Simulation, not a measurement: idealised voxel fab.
process module | voxel self aligned vias
cross-section cut | 225 nm wide | cells 5 nm
A cross-section is a grid of square cells, given in bands from the top down. A band is one or more rows of cells.
Each band's line starts with the height of the band's top and of its bottom, in nm. Then come its materials from left to right, each with its width in nm. One material with "throughout" fills the band from edge to edge. "air" is empty space.
Height 0 is the level under which the wafer as received is all one material. The lowest band goes on downwards, as in "0 down".
A width such as "30 to 40" changes by the same amount from each row of cells to the next, from the band's top row to its bottom row.
"no change" after a step means that no cell of the cross-section changed.
closed voids: empty space of 8 cells or more with no open way to the top, each as width x height at its distance from the left edge, in nm
after a step's settings: what the simulator itself notes on the step
overlay nm, on a step with a mask: how far to the right of its planned place the mask lay; to the left if negative
plan
1 op RECEIVE | material Si
2 op CONFORMAL_DEP | material SiO2 | thk nm 15
3 op CONFORMAL_DEP | material SiCN | thk nm 5
4 op DIRECTIONAL_DEP | material SiO2 | thk nm 25
5 op MASKED_ETCH | tone open | mask id LINES | width nm 25 | pitch nm 55 | etch materials SiO2 | depth nm 25 | overlay nm 0
6 op CONFORMAL_DEP | material TiN | thk nm 5
7 op FILL_DEP | material W | thk nm 10
8 op CMP | height nm 45
9 op SELECTIVE_ETCH | etch materials W Ru TiN | depth nm 5
10 op FILL_DEP | material SiN | thk nm 5
11 op CMP | height nm 45
12 op DIRECTIONAL_DEP | material SiO2 | thk nm 15
13 op MASKED_ETCH | tone open | mask id VIAS | width nm 35 | pitch nm 55 | etch materials SiO2 | depth nm 15 | overlay nm 0
14 op MASKED_ETCH | tone open | mask id VIAS | width nm 35 | pitch nm 55 | etch materials SiN | depth nm 5 | overlay nm 0
15 op CONFORMAL_DEP | material TiN | thk nm 5
16 op FILL_DEP | material W | thk nm 10
17 op CMP | height nm 60
18 op CONFORMAL_DEP | material SiN | thk nm 5
as received, after step 1
  0 down: Si throughout
  closed voids: none
a wafer at the end: this start, this plan, one mistake
  65 to 60: SiN throughout
  60 to 50: SiO2 65 | TiN 5 | W 25 | TiN 5 | SiO2 20 | TiN 5 | W 25 | TiN 5 | SiO2 70
  50 to 45: SiO2 65 | TiN 15 | W 15 | TiN 5 | SiO2 20 | TiN 15 | W 15 | TiN 5 | SiO2 70
  45 to 40: SiO2 75 | TiN 25 | SiO2 30 | TiN 25 | SiO2 70
  40 to 25: SiO2 75 | TiN 5 | W 15 | TiN 5 | SiO2 30 | TiN 5 | W 15 | TiN 5 | SiO2 70
  25 to 20: SiO2 75 | TiN 25 | SiO2 30 | TiN 25 | SiO2 70
  20 to 15: SiCN throughout
  15 to 0: SiO2 throughout
  0 down: Si throughout
  closed voids: none
what went wrong: step 5 ran as: op MASKED_ETCH | tone open | mask id LINES | width nm 25 | pitch nm 55 | etch materials SiO2 | depth nm 25 | overlay nm 5
